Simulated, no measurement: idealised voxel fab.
This is a process module. Its name is voxel ribs on slabs.
This is section cut - it's 285 nm across, gridded in 5 nm square cells.
Cross-sections here: square-cell grids, written as top-down lists of bands, a band being one or more rows of cells.
Basically the band line says how high the top is and how high the bottom is, in nm, and then what's in it from left to right, every material with its width in nm. Empty space shows up as "blank", and if a single material carries "all across" it runs the full band edge to edge.
Counting heights begins at 0, where everything beneath is, in the wafer as received, one material. The lowest band has no bottom; it goes on downwards, as "z 0 and below" shows.
When a width is written as two numbers, as in "30->40", the first number is the width in the top row of cells of the band and the second is the width in its bottom row, and the width changes by the same amount from each row to the next.
Where the words "all unchanged" appear for a step, the cross-section shows no cell changed by that step; every cell remained as before.
What "Closed void list" gives you is every empty space of 8 cells or more that is cut off from the top. Each appears as width x height at distance, with the distance taken from the left edge and width, height and distance all in nm.
Formally, on a step line, whatever follows the settings is a remark that the simulator itself makes on the step.
"overlay nm" answers the question of how far to the right of plan the mask lay on a step that has a mask, and when it is negative the answer is to the left.

### Steps in the process plan
- 1: RECEIVE [material Si]
- 2: DIRECTIONAL_DEP [material SiO2] [thk nm 30]
- 3: DIRECTIONAL_DEP [material SiN] [thk nm 20]
- 4: MASKED_ETCH [tone cover] [mask id RIB] [width nm 25] [etch materials SiN] [depth nm 15] [overlay nm 0]
- 5: PATTERN [tone cover] [mask id SLAB] [material resist] [width nm 65] [thk nm 15] [overlay nm 0]
- 6: DIRECTIONAL_ETCH [etch materials SiN] [depth nm 5]
- 7: STRIP [etch materials resist]
- 8: FILL_DEP [material SiO2] [thk nm 25]
- 9: CMP [height nm 70]
- 10: DIRECTIONAL_DEP [material TiN] [thk nm 10]
- 11: DIRECTIONAL_DEP [material aC] [thk nm 15]
- 12: PATTERN [tone cover] [mask id HEATER] [material resist] [width nm 35] [thk nm 35] [overlay nm 0]
- 13: DIRECTIONAL_ETCH [etch materials aC] [depth nm 15]
- 14: STRIP [etch materials resist]
- 15: DIRECTIONAL_ETCH [etch materials TiN] [depth nm 10]
- 16: STRIP [etch materials aC]
- 17: CONFORMAL_DEP [material SiO2] [thk nm 5]

### Wafer at receipt (post step 1), cross-section
- z 0 and below | Si all across
- Closed void list: none

### The cross-section shown corresponds to the wafer at the conclusion of the module. The initial structure and the process plan are those presented above; however, one mistake occurred in executing the plan
- z 85 to 80 | blank 120  SiO2 45  blank 120
- z 80 to 75 | blank 120  SiO2 5  TiN 35  SiO2 5  blank 120
- z 75 to 70 | SiO2 125  TiN 35  SiO2 125
- z 70 to 45 | SiO2 all across
- z 45 to 35 | SiO2 130  SiN 25  SiO2 130
- z 35 to 30 | SiN 110  SiO2 20  SiN 25  SiO2 20  SiN 110
- z 30 to 0 | SiO2 all across
- z 0 and below | Si all across
- Closed void list: none
Finding, execution versus plan: note that step 5 departed from the planned setting and was carried out as PATTERN [tone open] [mask id SLAB] [material resist] [width nm 65] [thk nm 15] [overlay nm 0]
